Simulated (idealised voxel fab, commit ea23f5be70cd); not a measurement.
Name of the process module below: voxel trench capacitor
The width of the displayed cross-section, cut, is 260 nm; its cells are square, with a size of 5 nm.
Just so we're on the same page, the cross-sections are grids of square cells, and they're listed out in bands top to bottom, each band one or more rows deep. Within each band entry, the heights of the top and of the bottom of the band appear first, in that order and in nm; the materials of the band then follow from left to right, each with its corresponding width in nm. The designation "everywhere" on a single material indicates that it fills the band from edge to edge; the designation "air" indicates empty space. Measure heights from 0. That's the level where, below it, the as-received wafer is all one material. The lowest band is bottomless and extends downward; write it as in "0 and below". Quick explanation for "30->40": the width changes in equal steps down the rows of cells, from the first number in the band's top row to the second number in its bottom row. Reading "everything unchanged" for a step: not a cell of the cross-section changed in it. Voids not open to the top, 8 cells minimum: see "Listed closed voids". Written width x height at distance; distance is from the left edge; nm. Note: text after step settings on the step line = simulator remark on that step. Among the settings permitted on a step's line is "overlay nm"; applied to a step with a mask, it specifies the extent to which the mask lay to the right of its planned position, whereas a negative figure signifies a position to the left.

plan:
1,RECEIVE, material Si
2,CONFORMAL_DEP, material SiN, thk nm 5
3,DIRECTIONAL_DEP, material aC, thk nm 10
4,PATTERN, tone open, mask id TRENCH, material resist, width nm 20, pitch nm 40, thk nm 30, overlay nm 0
5,DIRECTIONAL_ETCH, etch materials aC, depth nm 10
6,STRIP, etch materials resist
7,DIRECTIONAL_ETCH, etch materials SiN, depth nm 5
8,DIRECTIONAL_ETCH, etch materials Si, depth nm 30
9,STRIP, etch materials aC
10,CONFORMAL_DEP, material Al2O3, thk nm 5
11,FILL_DEP, material polySi, thk nm 10
12,CMP, height nm 5

First of two wafers, with the run carried out as planned:

So this is the incoming wafer in cross-section - it's already been through step 1:
	0 and below | Si everywhere
	Listed closed voids: none

After step 2: wafer cross-section:
	5 down to 0 | SiN everywhere
	Under 0: no change, same as before.

After step 3: wafer cross-section:
	15 down to 5 | aC everywhere
	Under 5: no change, same as before.

After step 4: wafer cross-section:
	45 down to 15 | 100 of resist, then 20 of air, then 20 of resist, then 20 of air, then 100 of resist
	Under 15: no change, same as before.

After step 5: wafer cross-section:
	35 down to 15 | 100 of resist, then 20 of air, then 20 of resist, then 20 of air, then 100 of resist
	15 down to 5 | 100 of aC, then 20 of air, then 20 of aC, then 20 of air, then 100 of aC
	Under 5: no change, same as before.

After step 6: wafer cross-section:
	15 down to 5 | 100 of aC, then 20 of air, then 20 of aC, then 20 of air, then 100 of aC
	Under 5: no change, same as before.

After step 7: wafer cross-section:
	15 down to 5 | 100 of aC, then 20 of air, then 20 of aC, then 20 of air, then 100 of aC
	5 down to 0 | 100 of SiN, then 20 of air, then 20 of SiN, then 20 of air, then 100 of SiN
	Under 0: no change, same as before.

After step 8: wafer cross-section:
	15 down to 5 | 100 of aC, then 20 of air, then 20 of aC, then 20 of air, then 100 of aC
	5 down to 0 | 100 of SiN, then 20 of air, then 20 of SiN, then 20 of air, then 100 of SiN
	0 down to -30 | 100 of Si, then 20 of air, then 20 of Si, then 20 of air, then 100 of Si
	Under -30: no change, same as before.

After step 9: wafer cross-section:
	5 down to 0 | 100 of SiN, then 20 of air, then 20 of SiN, then 20 of air, then 100 of SiN
	Under 0: no change, same as before.

After step 10: wafer cross-section:
	10 down to 5 | 105 of Al2O3, then 10 of air, then 30 of Al2O3, then 10 of air, then 105 of Al2O3
	5 down to 0 | 100 of SiN, then 5 of Al2O3, then 10 of air, then 5 of Al2O3, then 20 of SiN, then 5 of Al2O3, then 10 of air, then 5 of Al2O3, then 100 of SiN
	0 down to -25 | 100 of Si, then 5 of Al2O3, then 10 of air, then 5 of Al2O3, then 20 of Si, then 5 of Al2O3, then 10 of air, then 5 of Al2O3, then 100 of Si
	-25 down to -30 | 100 of Si, then 20 of Al2O3, then 20 of Si, then 20 of Al2O3, then 100 of Si
	Under -30: no change, same as before.

After step 11: wafer cross-section:
	20 down to 10 | polySi everywhere
	10 down to 5 | 105 of Al2O3, then 10 of polySi, then 30 of Al2O3, then 10 of polySi, then 105 of Al2O3
	5 down to 0 | 100 of SiN, then 5 of Al2O3, then 10 of polySi, then 5 of Al2O3, then 20 of SiN, then 5 of Al2O3, then 10 of polySi, then 5 of Al2O3, then 100 of SiN
	0 down to -25 | 100 of Si, then 5 of Al2O3, then 10 of polySi, then 5 of Al2O3, then 20 of Si, then 5 of Al2O3, then 10 of polySi, then 5 of Al2O3, then 100 of Si
	Under -25: no change, same as before.

After step 12: wafer cross-section:
	5 down to 0 | 100 of SiN, then 5 of Al2O3, then 10 of polySi, then 5 of Al2O3, then 20 of SiN, then 5 of Al2O3, then 10 of polySi, then 5 of Al2O3, then 100 of SiN
	Under 0: no change, same as before.

Okay, second wafer. Nothing different at the start, nothing different in the plan, just one mistake somewhere in the running. As far as step 7, counting that step, it's the first wafer all over again:

Second wafer, section view, time point: scheduled end of step 8:
	15 down to 5 | 100 of aC, then 20 of air, then 20 of aC, then 20 of air, then 100 of aC
	5 down to 0 | 100 of SiN, then 20 of air, then 20 of SiN, then 20 of air, then 100 of SiN
	0 down to -60 | 100 of Si, then 20 of air, then 20 of Si, then 20 of air, then 100 of Si
	Under -60: no change, same as before.

Second wafer, section view, time point: scheduled end of step 9:
	5 down to 0 | 100 of SiN, then 20 of air, then 20 of SiN, then 20 of air, then 100 of SiN
	Under 0: no change, same as before.

Second wafer, section view, time point: scheduled end of step 10:
	10 down to 5 | 105 of Al2O3, then 10 of air, then 30 of Al2O3, then 10 of air, then 105 of Al2O3
	5 down to 0 | 100 of SiN, then 5 of Al2O3, then 10 of air, then 5 of Al2O3, then 20 of SiN, then 5 of Al2O3, then 10 of air, then 5 of Al2O3, then 100 of SiN
	0 down to -55 | 100 of Si, then 5 of Al2O3, then 10 of air, then 5 of Al2O3, then 20 of Si, then 5 of Al2O3, then 10 of air, then 5 of Al2O3, then 100 of Si
	-55 down to -60 | 100 of Si, then 20 of Al2O3, then 20 of Si, then 20 of Al2O3, then 100 of Si
	Under -60: no change, same as before.

Second wafer, section view, time point: scheduled end of step 11:
	20 down to 10 | polySi everywhere
	10 down to 5 | 105 of Al2O3, then 10 of polySi, then 30 of Al2O3, then 10 of polySi, then 105 of Al2O3
	5 down to 0 | 100 of SiN, then 5 of Al2O3, then 10 of polySi, then 5 of Al2O3, then 20 of SiN, then 5 of Al2O3, then 10 of polySi, then 5 of Al2O3, then 100 of SiN
	0 down to -55 | 100 of Si, then 5 of Al2O3, then 10 of polySi, then 5 of Al2O3, then 20 of Si, then 5 of Al2O3, then 10 of polySi, then 5 of Al2O3, then 100 of Si
	Under -55: no change, same as before.

Second wafer, section view, time point: scheduled end of step 12:
	5 down to 0 | 100 of SiN, then 5 of Al2O3, then 10 of polySi, then 5 of Al2O3, then 20 of SiN, then 5 of Al2O3, then 10 of polySi, then 5 of Al2O3, then 100 of SiN
	Under 0: no change, same as before.
Nonconformance to the process plan: the plan's step 8 ran twice
Final comparison by cell count, materials where the second wafer has more or fewer than the first: 24 more of Al2O3 | 48 fewer of Si | 24 more of polySi
